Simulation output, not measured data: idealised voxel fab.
This is a process module. Its name is voxel transistor to metal.
190 nm wide, 5 nm square cells: that's cross-section cut.
This document writes a cross-section as a grid whose cells are square, and gives it as bands, listed from the top down; one or more rows of cells form a band.
Basically the band line says how high the top is and how high the bottom is, in nm, and then what's in it from left to right, every material with its width in nm. Empty space shows up as "blank", and if a single material carries "all across" it runs the full band edge to edge.
Basically, 0 is our baseline, since under it the wafer straight out of the box is all one material. The bottom band has no lower end and keeps on going down, so it looks like "z 0 and below".
When a width is written as two numbers, as in "30->40", the first number is the width in the top row of cells of the band and the second is the width in its bottom row, and the width changes by the same amount from each row to the next.
"everything unchanged" for a step: no cell of the cross-section changed in that step.
"Fully sealed voids" means: voids of 8 cells or more that are shut off from the top with no open way through. Written width x height at distance, distance from the left edge, in nm.
Heads up: the bit after the settings on a step's line is the simulator's remark on that step.
overlay nm: for a step with a mask, the amount by which the mask lay right of where it was planned; a negative amount means left of it.
# The planned process steps are enumerated hereunder
- 1: op RECEIVE | material Si
- 2: op OXIDIZE | depth nm 5
- 3: op CONFORMAL_DEP | material SiN | thk nm 15
- 4: op PATTERN | tone cover | mask id ACTIVE | material resist | width nm 105 | thk nm 20 | overlay nm 0
- 5: op DIRECTIONAL_ETCH | etch materials SiN | depth nm 15
- 6: op DIRECTIONAL_ETCH | etch materials SiO2 | depth nm 5
- 7: op DIRECTIONAL_ETCH | etch materials Si | depth nm 30
- 8: op STRIP | etch materials resist
- 9: op FILL_DEP | material SiO2 | thk nm 10
- 10: op CMP | height nm 15
- 11: op SELECTIVE_ETCH | etch materials SiO2 | depth nm 5
- 12: op STRIP | etch materials SiN
- 13: op SELECTIVE_ETCH | etch materials SiO2 | depth nm 5
- 14: op OXIDIZE | depth nm 5
- 15: op DIRECTIONAL_DEP | material polySi | thk nm 30
- 16: op DIRECTIONAL_DEP | material SiCN | thk nm 15
- 17: op DIRECTIONAL_DEP | material aC | thk nm 10
- 18: op PATTERN | tone cover | mask id GATE | material resist | width nm 35 | thk nm 25 | overlay nm 0
- 19: op DIRECTIONAL_ETCH | etch materials aC | depth nm 10
- 20: op STRIP | etch materials resist
- 21: op DIRECTIONAL_ETCH | etch materials SiCN | depth nm 25
- 22: op DIRECTIONAL_ETCH | etch materials polySi | depth nm 40
- 23: op STRIP | etch materials aC
- 24: op CONFORMAL_DEP | material SiO2 | thk nm 5
- 25: op DIRECTIONAL_ETCH | etch materials SiO2 | depth nm 5
- 26: op CONFORMAL_DEP | material SiN | thk nm 10
- 27: op DIRECTIONAL_ETCH | etch materials SiN | depth nm 10
- 28: op DIRECTIONAL_ETCH | etch materials SiO2 | depth nm 5
- 29: op DIRECTIONAL_ETCH | etch materials Si | depth nm 10
- 30: op EPI | material pSi | thk nm 15
- 31: op FILL_DEP | material SiO2 | thk nm 10
- 32: op CMP | height nm 25
- 33: op STRIP | etch materials polySi
- 34: op SELECTIVE_ETCH | etch materials SiO2 | depth nm 5
- 35: op CONFORMAL_DEP | material HfO2 | thk nm 5
- 36: op CONFORMAL_DEP | material TiN | thk nm 5
- 37: op FILL_DEP | material W | thk nm 10
- 38: op CMP | height nm 20
- 39: op DIRECTIONAL_DEP | material SiO2 | thk nm 10
- 40: op MASKED_ETCH | tone open | mask id CONTACT | width nm 15 | pitch nm 80 | etch materials SiO2 | depth nm 25 | overlay nm 0
- 41: op CONFORMAL_DEP | material TiN | thk nm 5
- 42: op FILL_DEP | material Ru | thk nm 5
- 43: op CMP | height nm 30
- 44: op DIRECTIONAL_DEP | material TiN | thk nm 5
- 45: op DIRECTIONAL_DEP | material W | thk nm 15
- 46: op DIRECTIONAL_DEP | material aC | thk nm 10
- 47: op PATTERN | tone cover | mask id METAL_1 | material resist | width nm 15 | pitch nm 80 | thk nm 25 | overlay nm 0
- 48: op DIRECTIONAL_ETCH | etch materials aC | depth nm 10
- 49: op STRIP | etch materials resist
- 50: op DIRECTIONAL_ETCH | etch materials W | depth nm 15
- 51: op DIRECTIONAL_ETCH | etch materials TiN | depth nm 5
- 52: op STRIP | etch materials aC
- 53: op FILL_DEP | material lowk | thk nm 5
- 54: op CMP | height nm 50
- 55: op CONFORMAL_DEP | material SiCN | thk nm 5
# Received-state cross-section, reflecting completion of step 1
	z 0 and below: Si all across
	Fully sealed voids: none
# Cross-section at module end, one run error; start and plan unchanged from above
	z 55 to 50: SiCN all across
	z 50 to 35: lowk 45; W 15; lowk 65; W 15; lowk 50
	z 35 to 30: lowk 45; TiN 15; lowk 65; TiN 15; lowk 50
	z 30 to 25: SiO2 40; TiN 5; Ru 5; TiN 5; SiO2 65; TiN 5; Ru 5; TiN 5; SiO2 55
	z 25 to 20: SiO2 40; TiN 5; Ru 5; TiN 5; SiO2 65; TiN 15; SiO2 55
	z 20 to 10: SiO2 40; TiN 5; Ru 5; TiN 5; SiO2 5; SiN 10; HfO2 5; TiN 5; W 25; TiN 5; HfO2 5; SiN 10; TiN 10; SiO2 55
	z 10 to 5: SiO2 40; TiN 15; SiO2 5; SiN 10; HfO2 5; TiN 5; W 25; TiN 5; HfO2 5; SiN 10; TiN 10; SiO2 55
	z 5 to 0: SiO2 40; SiN 10; pSi 10; SiN 10; HfO2 5; TiN 5; W 25; TiN 5; HfO2 5; SiN 10; pSi 10; SiN 10; SiO2 45
	z 0 to -5: SiO2 40; SiN 10; pSi 10; SiN 10; HfO2 5; TiN 35; HfO2 5; SiN 10; pSi 10; SiN 10; SiO2 45
	z -5 to -10: SiO2 50; pSi 10; SiO2 10; HfO2 45; SiO2 10; pSi 10; SiO2 55
	z -10 to -20: SiO2 40; Si 10; pSi 10; Si 65; pSi 10; Si 10; SiO2 45
	z -20 to -35: SiO2 40; Si 105; SiO2 45
	z -35 and below: Si all across
	Fully sealed voids: none
Misprocessing identified: for step 40, the planned setting was not used; the step was instead run as op MASKED_ETCH | tone open | mask id CONTACT | width nm 15 | pitch nm 80 | etch materials SiO2 | depth nm 25 | overlay nm -5
